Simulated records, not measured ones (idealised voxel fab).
The following is a process module called voxel tone inversion.
Shown is cross-section cut, with a width of 210 nm and square cells of size 5 nm.
If you're reading a cross-section in this doc, picture square cells in a grid; it comes to you as bands, top ones listed first down to the bottom, and a band can be one or more rows of cells. It is stipulated that each band's entry specify, in nanometres, the height of the top of the band and then that of its bottom, followed by the materials of the band in left-to-right sequence, each together with its width in nanometres. A single material marked by the word "full width" is understood to fill the band from edge to edge; the word "empty" is understood to denote empty space. For the purposes of this specification, 0 denotes the height below which the wafer in its as-received condition is composed wholly of one material, and the lowermost band, lacking a lower limit, extends downward without end, as expressed in "0 down". When a width is written as two numbers, as in "30 to 40", the first number is the width in the top row of cells of the band and the second is the width in its bottom row, and the width changes by the same amount from each row to the next. "no modifications" (step): cross-section cells unchanged, all of them. Listed in "Enclosed internal cavities": every empty space of 8 or more cells without an open way to the top. Form: width x height at distance, the distance being from the left edge, all in nm. What comes after the settings on a step's line is commentary from the simulator itself on that step. "overlay nm" on a masked step: distance the mask lay right of its planned place, negative for left.
LISTED BELOW ARE THE PROCESS STEPS AS PLANNED
1 RECEIVE | material Si
2 CONFORMAL_DEP | material SiN | thk nm 5
3 DIRECTIONAL_DEP | material polySi | thk nm 20
4 PATTERN | tone cover | mask id POSTS | material resist | width nm 20 | pitch nm 45 | thk nm 30 | overlay nm 0
5 DIRECTIONAL_ETCH | etch materials polySi | depth nm 20
6 STRIP | etch materials resist
7 FILL_DEP | material SiO2 | thk nm 5
8 CMP | height nm 25
9 STRIP | etch materials polySi
10 CONFORMAL_DEP | material TiN | thk nm 5
11 FILL_DEP | material Cu | thk nm 10
12 CMP | height nm 25
13 CONFORMAL_DEP | material SiN | thk nm 5
FIRST OF THE TWO WAFERS, RUN PER PLAN
CROSS-SECTION: WAFER ON ARRIVAL = AFTER STEP 1
0 down | Si full width
Enclosed internal cavities: none
WAFER XSEC, POST STEP 2
5 to 0 | SiN full width
Unchanged below 0.
WAFER XSEC, POST STEP 3
25 to 5 | polySi full width
Unchanged below 5.
WAFER XSEC, POST STEP 4
55 to 25 | empty (50), then resist (20), then empty (25), then resist (20), then empty (25), then resist (20), then empty (50)
Unchanged below 25.
WAFER XSEC, POST STEP 5
55 to 25 | empty (50), then resist (20), then empty (25), then resist (20), then empty (25), then resist (20), then empty (50)
25 to 5 | empty (50), then polySi (20), then empty (25), then polySi (20), then empty (25), then polySi (20), then empty (50)
Unchanged below 5.
WAFER XSEC, POST STEP 6
25 to 5 | empty (50), then polySi (20), then empty (25), then polySi (20), then empty (25), then polySi (20), then empty (50)
Unchanged below 5.
WAFER XSEC, POST STEP 7
30 to 25 | SiO2 full width
25 to 5 | SiO2 (50), then polySi (20), then SiO2 (25), then polySi (20), then SiO2 (25), then polySi (20), then SiO2 (50)
Unchanged below 5.
WAFER XSEC, POST STEP 8
25 to 5 | SiO2 (50), then polySi (20), then SiO2 (25), then polySi (20), then SiO2 (25), then polySi (20), then SiO2 (50)
Unchanged below 5.
WAFER XSEC, POST STEP 9
25 to 5 | SiO2 (50), then empty (20), then SiO2 (25), then empty (20), then SiO2 (25), then empty (20), then SiO2 (50)
Unchanged below 5.
WAFER XSEC, POST STEP 10
30 to 25 | TiN (55), then empty (10), then TiN (35), then empty (10), then TiN (35), then empty (10), then TiN (55)
25 to 10 | SiO2 (50), then TiN (5), then empty (10), then TiN (5), then SiO2 (25), then TiN (5), then empty (10), then TiN (5), then SiO2 (25), then TiN (5), then empty (10), then TiN (5), then SiO2 (50)
10 to 5 | SiO2 (50), then TiN (20), then SiO2 (25), then TiN (20), then SiO2 (25), then TiN (20), then SiO2 (50)
Unchanged below 5.
WAFER XSEC, POST STEP 11
40 to 30 | Cu full width
30 to 25 | TiN (55), then Cu (10), then TiN (35), then Cu (10), then TiN (35), then Cu (10), then TiN (55)
25 to 10 | SiO2 (50), then TiN (5), then Cu (10), then TiN (5), then SiO2 (25), then TiN (5), then Cu (10), then TiN (5), then SiO2 (25), then TiN (5), then Cu (10), then TiN (5), then SiO2 (50)
Unchanged below 10.
WAFER XSEC, POST STEP 12
25 to 10 | SiO2 (50), then TiN (5), then Cu (10), then TiN (5), then SiO2 (25), then TiN (5), then Cu (10), then TiN (5), then SiO2 (25), then TiN (5), then Cu (10), then TiN (5), then SiO2 (50)
Unchanged below 10.
WAFER XSEC, POST STEP 13
30 to 25 | SiN full width
Unchanged below 25.
WAFER TWO OF THE PAIR: SAME ORIGIN, SAME PLAN, ONE ERROR DURING THE RUN; IDENTICAL TO WAFER ONE UP TO AND INCLUDING STEP 1
CROSS-SECTION OF THE SECOND WAFER CORRESPONDING TO THE PLANNED CONCLUSION OF STEP 2
15 to 0 | SiN full width
Unchanged below 0.
CROSS-SECTION OF THE SECOND WAFER CORRESPONDING TO THE PLANNED CONCLUSION OF STEP 3
35 to 15 | polySi full width
Unchanged below 15.
CROSS-SECTION OF THE SECOND WAFER CORRESPONDING TO THE PLANNED CONCLUSION OF STEP 4
65 to 35 | empty (50), then resist (20), then empty (25), then resist (20), then empty (25), then resist (20), then empty (50)
Unchanged below 35.
CROSS-SECTION OF THE SECOND WAFER CORRESPONDING TO THE PLANNED CONCLUSION OF STEP 5
65 to 35 | empty (50), then resist (20), then empty (25), then resist (20), then empty (25), then resist (20), then empty (50)
35 to 15 | empty (50), then polySi (20), then empty (25), then polySi (20), then empty (25), then polySi (20), then empty (50)
Unchanged below 15.
CROSS-SECTION OF THE SECOND WAFER CORRESPONDING TO THE PLANNED CONCLUSION OF STEP 6
35 to 15 | empty (50), then polySi (20), then empty (25), then polySi (20), then empty (25), then polySi (20), then empty (50)
Unchanged below 15.
CROSS-SECTION OF THE SECOND WAFER CORRESPONDING TO THE PLANNED CONCLUSION OF STEP 7
40 to 35 | SiO2 full width
35 to 15 | SiO2 (50), then polySi (20), then SiO2 (25), then polySi (20), then SiO2 (25), then polySi (20), then SiO2 (50)
Unchanged below 15.
CROSS-SECTION OF THE SECOND WAFER CORRESPONDING TO THE PLANNED CONCLUSION OF STEP 8
25 to 15 | SiO2 (50), then polySi (20), then SiO2 (25), then polySi (20), then SiO2 (25), then polySi (20), then SiO2 (50)
Unchanged below 15.
CROSS-SECTION OF THE SECOND WAFER CORRESPONDING TO THE PLANNED CONCLUSION OF STEP 9
25 to 15 | SiO2 (50), then empty (20), then SiO2 (25), then empty (20), then SiO2 (25), then empty (20), then SiO2 (50)
Unchanged below 15.
CROSS-SECTION OF THE SECOND WAFER CORRESPONDING TO THE PLANNED CONCLUSION OF STEP 10
30 to 25 | TiN (55), then empty (10), then TiN (35), then empty (10), then TiN (35), then empty (10), then TiN (55)
25 to 20 | SiO2 (50), then TiN (5), then empty (10), then TiN (5), then SiO2 (25), then TiN (5), then empty (10), then TiN (5), then SiO2 (25), then TiN (5), then empty (10), then TiN (5), then SiO2 (50)
20 to 15 | SiO2 (50), then TiN (20), then SiO2 (25), then TiN (20), then SiO2 (25), then TiN (20), then SiO2 (50)
Unchanged below 15.
CROSS-SECTION OF THE SECOND WAFER CORRESPONDING TO THE PLANNED CONCLUSION OF STEP 11
40 to 30 | Cu full width
30 to 25 | TiN (55), then Cu (10), then TiN (35), then Cu (10), then TiN (35), then Cu (10), then TiN (55)
25 to 20 | SiO2 (50), then TiN (5), then Cu (10), then TiN (5), then SiO2 (25), then TiN (5), then Cu (10), then TiN (5), then SiO2 (25), then TiN (5), then Cu (10), then TiN (5), then SiO2 (50)
Unchanged below 20.
CROSS-SECTION OF THE SECOND WAFER CORRESPONDING TO THE PLANNED CONCLUSION OF STEP 12
25 to 20 | SiO2 (50), then TiN (5), then Cu (10), then TiN (5), then SiO2 (25), then TiN (5), then Cu (10), then TiN (5), then SiO2 (25), then TiN (5), then Cu (10), then TiN (5), then SiO2 (50)
Unchanged below 20.
CROSS-SECTION OF THE SECOND WAFER CORRESPONDING TO THE PLANNED CONCLUSION OF STEP 13
30 to 25 | SiN full width
Unchanged below 25.
The plan and the run diverged here: not per plan at step 2, really ran CONFORMAL_DEP | material SiN | thk nm 15
at the end the second wafer has, in cells: -12 Cu, +84 SiN, -60 SiO2, -12 TiN
